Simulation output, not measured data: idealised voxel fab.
Herein follows the process module entitled voxel self aligned vias.
In the cross-section labelled cut, the width is 220 nm and each square cell is 5 nm.
If you're reading a cross-section in this doc, picture square cells in a grid; it comes to you as bands, top ones listed first down to the bottom, and a band can be one or more rows of cells.
A band entry consists of two parts. The first gives the height of the band's top and the height of its bottom, in nm. The rest lists the band's materials from left to right, each with its width in nm. A single material labelled with the word "throughout" fills the band from edge to edge, and the word "air" marks empty space.
The level at which height equals 0 is the one under which the wafer, as it arrives, is entirely one material. No lower edge exists for the bottom band, which continues downward and is notated as in "z 0 and below".
The expression "30 to 40" gives the width at the extremes of the band, the first number at its top row of cells and the second at its bottom row, with the width changing by equal amounts from each row to the next in between.
A step reported as "nothing different" is a step in which no cell of the cross-section changed.
The entry "Sealed voids" lists the empty spaces that cover at least 8 cells and have no open path to the top. Each is written as width x height at distance, where the distance is measured from the left edge and all three values are in nm.
It should be noted that, on the line of a given step, the content following the step's settings is a remark produced by the simulator itself with respect to that step.
You can add "overlay nm" to a step's line. For a step with a mask, it describes how far the mask lay to the right of its planned position, and a negative number describes a lay to the left.
Set out below are the planned steps of the process
step 1: RECEIVE: material Si
step 2: CONFORMAL_DEP: material SiO2, thk nm 15
step 3: CONFORMAL_DEP: material SiCN, thk nm 5
step 4: DIRECTIONAL_DEP: material lowk, thk nm 30
step 5: MASKED_ETCH: tone open, mask id LINES, width nm 25, pitch nm 50, etch materials lowk, depth nm 30, overlay nm 0
step 6: CONFORMAL_DEP: material TiN, thk nm 5
step 7: FILL_DEP: material W, thk nm 5
step 8: CMP: height nm 40
step 9: SELECTIVE_ETCH: etch materials W Ru TiN, depth nm 5
step 10: FILL_DEP: material SiN, thk nm 10
step 11: CMP: height nm 50
step 12: DIRECTIONAL_DEP: material lowk, thk nm 20
step 13: PATTERN: tone open, mask id VIAS, material resist, width nm 35, pitch nm 50, thk nm 15, overlay nm 0
step 14: DIRECTIONAL_ETCH: etch materials lowk, depth nm 20
step 15: DIRECTIONAL_ETCH: etch materials SiN, depth nm 5
step 16: STRIP: etch materials resist
step 17: CONFORMAL_DEP: material TiN, thk nm 5
step 18: FILL_DEP: material Cu, thk nm 5
step 19: CMP: height nm 70
step 20: CONFORMAL_DEP: material SiN, thk nm 5
What sets these wafers apart? The height nm at step 8. They all start alike, and the plan carries the first wafer's value.
Cross-section of the first of several received wafers, showing its state after step 1
- z 0 and below: Si throughout
- Sealed voids: none
Wafer cross-section (first of several) - module end, post step 20 (last step)
- z 75 to 70: SiN throughout
- z 70 to 50: lowk: 40, then TiN: 5, then Cu: 25, then TiN: 5, then lowk: 15, then TiN: 5, then Cu: 25, then TiN: 5, then lowk: 15, then TiN: 5, then Cu: 25, then TiN: 5, then lowk: 45
- z 50 to 45: SiN: 40, then TiN: 35, then SiN: 15, then TiN: 35, then SiN: 15, then TiN: 35, then SiN: 45
- z 45 to 40: SiN throughout
- z 40 to 35: lowk: 45, then SiN: 25, then lowk: 25, then SiN: 25, then lowk: 25, then SiN: 25, then lowk: 50
- z 35 to 25: lowk: 45, then TiN: 5, then W: 15, then TiN: 5, then lowk: 25, then TiN: 5, then W: 15, then TiN: 5, then lowk: 25, then TiN: 5, then W: 15, then TiN: 5, then lowk: 50
- z 25 to 20: lowk: 45, then TiN: 25, then lowk: 25, then TiN: 25, then lowk: 25, then TiN: 25, then lowk: 50
- z 20 to 15: SiCN throughout
- z 15 to 0: SiO2 throughout
- z 0 and below: Si throughout
- Sealed voids: none
Module end, final wafer: cross-section
- z 75 to 70: SiN throughout
- z 70 to 55: lowk: 40, then TiN: 5, then Cu: 25, then TiN: 5, then lowk: 15, then TiN: 5, then Cu: 25, then TiN: 5, then lowk: 15, then TiN: 5, then Cu: 25, then TiN: 5, then lowk: 45
- z 55 to 50: lowk: 40, then TiN: 35, then lowk: 15, then TiN: 35, then lowk: 15, then TiN: 35, then lowk: 45
- z 50 to 25: lowk: 45, then TiN: 5, then W: 15, then TiN: 5, then lowk: 25, then TiN: 5, then W: 15, then TiN: 5, then lowk: 25, then TiN: 5, then W: 15, then TiN: 5, then lowk: 50
- z 25 to 20: lowk: 45, then TiN: 25, then lowk: 25, then TiN: 25, then lowk: 25, then TiN: 25, then lowk: 50
- z 20 to 15: SiCN throughout
- z 15 to 0: SiO2 throughout
- z 0 and below: Si throughout
- Sealed voids: none
Basically each wafer gets a line in the table, showing it at the end of the module: material by material, the cells it gained (+) or lost (-) since we got it, then its closed voids
height nm 40, +60 Cu, +44 SiCN, +126 SiN, +132 SiO2, +72 TiN, +18 W, +208 lowk, Sealed voids: none
height nm 45, +60 Cu, +44 SiCN, +82 SiN, +132 SiO2, +78 TiN, +27 W, +237 lowk, Sealed voids: none
height nm 50, +54 Cu, +44 SiCN, +44 SiN, +132 SiO2, +84 TiN, +36 W, +266 lowk, Sealed voids: none
height nm 55, +45 Cu, +44 SiCN, +44 SiN, +132 SiO2, +84 TiN, +45 W, +266 lowk, Sealed voids: none
height nm 60, +45 Cu, +44 SiCN, +44 SiN, +132 SiO2, +84 TiN, +45 W, +266 lowk, Sealed voids: none
